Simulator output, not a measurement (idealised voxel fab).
The following process module bears the name voxel ribs on slabs.
Cross-sectional view cut (width: 295 nm; square cell size: 5 nm).
Think of the cross-section as a grid of square cells. We describe it in bands, top to bottom, and each band covers one or more rows of those cells.
Top, bottom (nm), then materials left to right with widths (nm); lone material tagged "full width" fills the whole band edge to edge; "empty" = empty space.
Height 0 is the level under which the wafer as received is all one material. The lowest band goes on downwards, as in "0 and below".
Think of "30->40" as a width that walks from the first number to the second as you go down the band, top row to bottom row, taking equal-sized steps from row to row.
The designation "identical to before", where it is given for a processing step, indicates that no cell of the cross-section was altered in the course of that step.
Reported under the label "Closed void list" are the empty spaces having no open way to the top and comprising 8 cells or more; the notation for each is width x height at distance, in which the distance is measured from the left edge and all three values are in nm.
Anything after a step's settings on that line? It's the simulator's own note about the step.
When a step includes a mask, the "overlay nm" setting on its line states how far to the right of its planned place that mask lay, and negative values state how far to the left.

### So here's the lineup of process steps we planned
1: RECEIVE | material Si
2: DIRECTIONAL_DEP | material SiO2 | thk nm 30
3: DIRECTIONAL_DEP | material SiN | thk nm 15
4: DIRECTIONAL_DEP | material aC | thk nm 10
5: PATTERN | tone cover | mask id RIB | material resist | width nm 20 | thk nm 25 | overlay nm 0
6: DIRECTIONAL_ETCH | etch materials aC | depth nm 10
7: STRIP | etch materials resist
8: DIRECTIONAL_ETCH | etch materials SiN | depth nm 5
9: STRIP | etch materials aC
10: PATTERN | tone cover | mask id SLAB | material resist | width nm 70 | thk nm 15 | overlay nm 0
11: DIRECTIONAL_ETCH | etch materials SiN | depth nm 10
12: STRIP | etch materials resist
13: FILL_DEP | material SiO2 | thk nm 20
14: CMP | height nm 55
15: DIRECTIONAL_DEP | material TiN | thk nm 5
16: PATTERN | tone cover | mask id HEATER | material resist | width nm 30 | thk nm 15 | overlay nm 0
17: DIRECTIONAL_ETCH | etch materials TiN | depth nm 5
18: STRIP | etch materials resist
19: CONFORMAL_DEP | material SiN | thk nm 10

### Cross-section of the wafer at receipt, which is the condition after step 1
* 0 and below | Si full width
* Closed void list: none

### First wafer of two, sectioned at end of module; run went per plan
* 70 down to 65 | empty (120)  SiN (50)  empty (125)
* 65 down to 60 | SiN full width
* 60 down to 55 | SiN (130)  TiN (30)  SiN (135)
* 55 down to 45 | SiO2 full width
* 45 down to 40 | SiO2 (135)  SiN (20)  SiO2 (140)
* 40 down to 30 | SiO2 (110)  SiN (70)  SiO2 (115)
* 30 down to 0 | SiO2 full width
* 0 and below | Si full width
* Closed void list: none

### What the second wafer looks like in cross-section once the module is done. Its start and its plan matched the first wafer's exactly; what differed was one mistake in how it was run
* 70 down to 65 | empty (120)  SiN (50)  empty (125)
* 65 down to 60 | SiN full width
* 60 down to 55 | SiN (130)  TiN (30)  SiN (135)
* 55 down to 15 | SiO2 full width
* 15 down to 0 | SiN full width
* 0 and below | Si full width
* Closed void list: none
Here's what went sideways: it was found that steps 2 and 3 of the process plan had been performed in exchanged positions
Wrapping up, a cell-based count of both wafers puts the second over or under the first for these materials: SiN: 145 more | SiO2: 145 fewer
